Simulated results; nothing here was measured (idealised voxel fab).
A process module follows: voxel self aligned vias.
Pictured: cross-section cut, 285 nm wide, on a grid of 5 nm square cells.
A cross-section in this document is a grid of square cells, and it is written down as bands, the top band listed before the ones below it; a band is made up of one or more rows of cells. In this notation a band is specified by the heights of its top and bottom, in that order and in nm, after which its materials appear from left to right, each paired with its width in nm. The word "edge to edge" attached to a single material means that material fills the band from edge to edge; the word "blank" stands for empty space. Height is counted from the level 0, under which the received wafer is composed throughout of one material. The lowest of the bands is not closed at the bottom but continues downward, in the notation "z 0 and below". With a width like "30->40", each row of cells in the band differs from the next by the same amount, the top row carrying the first number and the bottom row the second. Basically "remained unchanged" means that step didn't change any cell in the cross-section. What "Fully sealed cavities" gives you is every empty space of 8 cells or more that is cut off from the top. Each appears as width x height at distance, with the distance taken from the left edge and width, height and distance all in nm. Past the settings on a step's line: simulator remark, on that step. When a step includes a mask, the "overlay nm" setting on its line states how far to the right of its planned place that mask lay, and negative values state how far to the left.

[The steps planned for the process are as follows]
1: RECEIVE with material Si
2: CONFORMAL_DEP with material SiO2, thk nm 15
3: CONFORMAL_DEP with material SiCN, thk nm 5
4: DIRECTIONAL_DEP with material lowk, thk nm 25
5: MASKED_ETCH with tone open, mask id LINES, width nm 30, pitch nm 60, etch materials lowk, depth nm 25, overlay nm 0
6: CONFORMAL_DEP with material TiN, thk nm 5
7: FILL_DEP with material W, thk nm 10
8: CMP with height nm 45
9: SELECTIVE_ETCH with etch materials W Ru TiN, depth nm 5
10: FILL_DEP with material SiN, thk nm 5
11: CMP with height nm 45
12: DIRECTIONAL_DEP with material lowk, thk nm 20
13: MASKED_ETCH with tone open, mask id VIAS, width nm 40, pitch nm 60, etch materials lowk, depth nm 20, overlay nm 0
14: MASKED_ETCH with tone open, mask id VIAS, width nm 40, pitch nm 60, etch materials SiN, depth nm 5, overlay nm 0
15: CONFORMAL_DEP with material TiN, thk nm 5
16: FILL_DEP with material Cu, thk nm 5
17: CMP with height nm 65
18: CONFORMAL_DEP with material SiCN, thk nm 5

[Shown in cross-section is the wafer as received, that is, as it stands after step 1]
	z 0 and below  Si edge to edge
	Fully sealed cavities: none

[The first of the two wafers as seen in cross-section once the module was finished; processing followed the plan]
	z 70 to 65  SiCN edge to edge
	z 65 to 50  60 lowk, 5 TiN, 30 Cu, 5 TiN, 20 lowk, 5 TiN, 30 Cu, 5 TiN, 20 lowk, 5 TiN, 30 Cu, 5 TiN, 65 lowk
	z 50 to 45  60 lowk, 10 TiN, 20 Cu, 10 TiN, 20 lowk, 10 TiN, 20 Cu, 10 TiN, 20 lowk, 10 TiN, 20 Cu, 10 TiN, 65 lowk
	z 45 to 40  65 lowk, 30 TiN, 30 lowk, 30 TiN, 30 lowk, 30 TiN, 70 lowk
	z 40 to 25  65 lowk, 5 TiN, 20 W, 5 TiN, 30 lowk, 5 TiN, 20 W, 5 TiN, 30 lowk, 5 TiN, 20 W, 5 TiN, 70 lowk
	z 25 to 20  65 lowk, 30 TiN, 30 lowk, 30 TiN, 30 lowk, 30 TiN, 70 lowk
	z 20 to 15  SiCN edge to edge
	z 15 to 0  SiO2 edge to edge
	z 0 and below  Si edge to edge
	Fully sealed cavities: none

[Second wafer of the two, sectioned at the end of the module. It began like the first and followed the same plan, but one mistake was made while running it]
	z 70 to 65  SiCN edge to edge
	z 65 to 60  Cu edge to edge
	z 60 to 55  65 TiN, 30 Cu, 30 TiN, 30 Cu, 30 TiN, 30 Cu, 70 TiN
	z 55 to 45  60 lowk, 5 TiN, 30 Cu, 5 TiN, 20 lowk, 5 TiN, 30 Cu, 5 TiN, 20 lowk, 5 TiN, 30 Cu, 5 TiN, 65 lowk
	z 45 to 40  60 lowk, 40 TiN, 20 lowk, 40 TiN, 20 lowk, 40 TiN, 65 lowk
	z 40 to 35  60 lowk, 10 TiN, 20 W, 10 TiN, 20 lowk, 10 TiN, 20 W, 10 TiN, 20 lowk, 10 TiN, 20 W, 10 TiN, 65 lowk
	z 35 to 25  65 lowk, 5 TiN, 20 W, 5 TiN, 30 lowk, 5 TiN, 20 W, 5 TiN, 30 lowk, 5 TiN, 20 W, 5 TiN, 70 lowk
	z 25 to 20  65 lowk, 30 TiN, 30 lowk, 30 TiN, 30 lowk, 30 TiN, 70 lowk
	z 20 to 15  SiCN edge to edge
	z 15 to 0  SiO2 edge to edge
	z 0 and below  Si edge to edge
	Fully sealed cavities: none
What was the processing mistake? step 12 deviated from plan and actually ran as DIRECTIONAL_DEP with material lowk, thk nm 10
Final cells, second wafer relative to first, materials higher or lower: Cu: 45 more | TiN: 33 more | lowk: 78 fewer
